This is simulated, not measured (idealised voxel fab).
process module | voxel spacer lines
cross-section cut | 260 nm wide | cells 5 nm
A cross-section is a grid of square cells, given in bands from the top down. A band is one or more rows of cells.
Each band's line starts with the height of the band's top and of its bottom, in nm. Then come its materials from left to right, each with its width in nm. One material with "throughout" fills the band from edge to edge. "air" is empty space.
Height 0 is the level under which the wafer as received is all one material. The lowest band goes on downwards, as in "0 down".
A width such as "30 to 40" changes by the same amount from each row of cells to the next, from the band's top row to its bottom row.
"no change" after a step means that no cell of the cross-section changed.
closed voids: empty space of 8 cells or more with no open way to the top, each as width x height at its distance from the left edge, in nm
after a step's settings: what the simulator itself notes on the step
overlay nm, on a step with a mask: how far to the right of its planned place the mask lay; to the left if negative
plan
1 op RECEIVE | material Si
2 op CONFORMAL_DEP | material SiO2 | thk nm 5
3 op DIRECTIONAL_DEP | material TiN | thk nm 15
4 op DIRECTIONAL_DEP | material aC | thk nm 25
5 op PATTERN | tone cover | mask id MANDREL | material resist | width nm 25 | pitch nm 80 | thk nm 35 | overlay nm 0
6 op DIRECTIONAL_ETCH | etch materials aC | depth nm 25
7 op STRIP | etch materials resist
8 op CONFORMAL_DEP | material SiN | thk nm 15
9 op DIRECTIONAL_ETCH | etch materials SiN | depth nm 15
10 op STRIP | etch materials aC
11 op DIRECTIONAL_ETCH | etch materials TiN | depth nm 15
12 op STRIP | etch materials SiN
first wafer, as planned
as received, after step 1
  0 down: Si throughout
  closed voids: none
after step 2
  5 to 0: SiO2 throughout
  below 0: unchanged
after step 3
  20 to 5: TiN throughout
  below 5: unchanged
after step 4
  45 to 20: aC throughout
  below 20: unchanged
after step 5
  80 to 45: air 35 | resist 25 | air 55 | resist 25 | air 55 | resist 25 | air 40
  below 45: unchanged
after step 6
  55 to 45: air 35 | resist 25 | air 55 | resist 25 | air 55 | resist 25 | air 40
  45 to 20: air 35 | aC 25 | air 55 | aC 25 | air 55 | aC 25 | air 40
  below 20: unchanged
after step 7
  45 to 20: air 35 | aC 25 | air 55 | aC 25 | air 55 | aC 25 | air 40
  below 20: unchanged
after step 8
  60 to 45: air 20 | SiN 55 | air 25 | SiN 55 | air 25 | SiN 55 | air 25
  45 to 35: air 20 | SiN 15 | aC 25 | SiN 15 | air 25 | SiN 15 | aC 25 | SiN 15 | air 25 | SiN 15 | aC 25 | SiN 15 | air 25
  35 to 20: SiN 35 | aC 25 | SiN 55 | aC 25 | SiN 55 | aC 25 | SiN 40
  below 20: unchanged
after step 9
  45 to 20: air 20 | SiN 15 | aC 25 | SiN 15 | air 25 | SiN 15 | aC 25 | SiN 15 | air 25 | SiN 15 | aC 25 | SiN 15 | air 25
  below 20: unchanged
after step 10
  45 to 20: air 20 | SiN 15 | air 25 | SiN 15 | air 25 | SiN 15 | air 25 | SiN 15 | air 25 | SiN 15 | air 25 | SiN 15 | air 25
  below 20: unchanged
after step 11
  45 to 20: air 20 | SiN 15 | air 25 | SiN 15 | air 25 | SiN 15 | air 25 | SiN 15 | air 25 | SiN 15 | air 25 | SiN 15 | air 25
  20 to 5: air 20 | TiN 15 | air 25 | TiN 15 | air 25 | TiN 15 | air 25 | TiN 15 | air 25 | TiN 15 | air 25 | TiN 15 | air 25
  below 5: unchanged
after step 12
  20 to 5: air 20 | TiN 15 | air 25 | TiN 15 | air 25 | TiN 15 | air 25 | TiN 15 | air 25 | TiN 15 | air 25 | TiN 15 | air 25
  below 5: unchanged
second wafer: like start, like plan, one mistake. Through step 1 it matches the first wafer
when step 2 should have ended
  5 to 0: aC throughout
  below 0: unchanged
when step 3 should have ended
  20 to 5: TiN throughout
  below 5: unchanged
when step 4 should have ended
  45 to 20: aC throughout
  below 20: unchanged
when step 5 should have ended
  80 to 45: air 35 | resist 25 | air 55 | resist 25 | air 55 | resist 25 | air 40
  below 45: unchanged
when step 6 should have ended
  55 to 45: air 35 | resist 25 | air 55 | resist 25 | air 55 | resist 25 | air 40
  45 to 20: air 35 | aC 25 | air 55 | aC 25 | air 55 | aC 25 | air 40
  below 20: unchanged
when step 7 should have ended
  45 to 20: air 35 | aC 25 | air 55 | aC 25 | air 55 | aC 25 | air 40
  below 20: unchanged
when step 8 should have ended
  60 to 45: air 20 | SiN 55 | air 25 | SiN 55 | air 25 | SiN 55 | air 25
  45 to 35: air 20 | SiN 15 | aC 25 | SiN 15 | air 25 | SiN 15 | aC 25 | SiN 15 | air 25 | SiN 15 | aC 25 | SiN 15 | air 25
  35 to 20: SiN 35 | aC 25 | SiN 55 | aC 25 | SiN 55 | aC 25 | SiN 40
  below 20: unchanged
when step 9 should have ended
  45 to 20: air 20 | SiN 15 | aC 25 | SiN 15 | air 25 | SiN 15 | aC 25 | SiN 15 | air 25 | SiN 15 | aC 25 | SiN 15 | air 25
  below 20: unchanged
when step 10 should have ended
  45 to 20: air 20 | SiN 15 | air 25 | SiN 15 | air 25 | SiN 15 | air 25 | SiN 15 | air 25 | SiN 15 | air 25 | SiN 15 | air 25
  below 20: unchanged
when step 11 should have ended
  45 to 20: air 20 | SiN 15 | air 25 | SiN 15 | air 25 | SiN 15 | air 25 | SiN 15 | air 25 | SiN 15 | air 25 | SiN 15 | air 25
  20 to 5: air 20 | TiN 15 | air 25 | TiN 15 | air 25 | TiN 15 | air 25 | TiN 15 | air 25 | TiN 15 | air 25 | TiN 15 | air 25
  below 5: unchanged
when step 12 should have ended
  20 to 5: air 20 | TiN 15 | air 25 | TiN 15 | air 25 | TiN 15 | air 25 | TiN 15 | air 25 | TiN 15 | air 25 | TiN 15 | air 25
  below 5: unchanged
what went wrong: step 2 ran as: op CONFORMAL_DEP | material aC | thk nm 5
at the end the second wafer has, in cells: 52 fewer of SiO2 | 52 more of aC
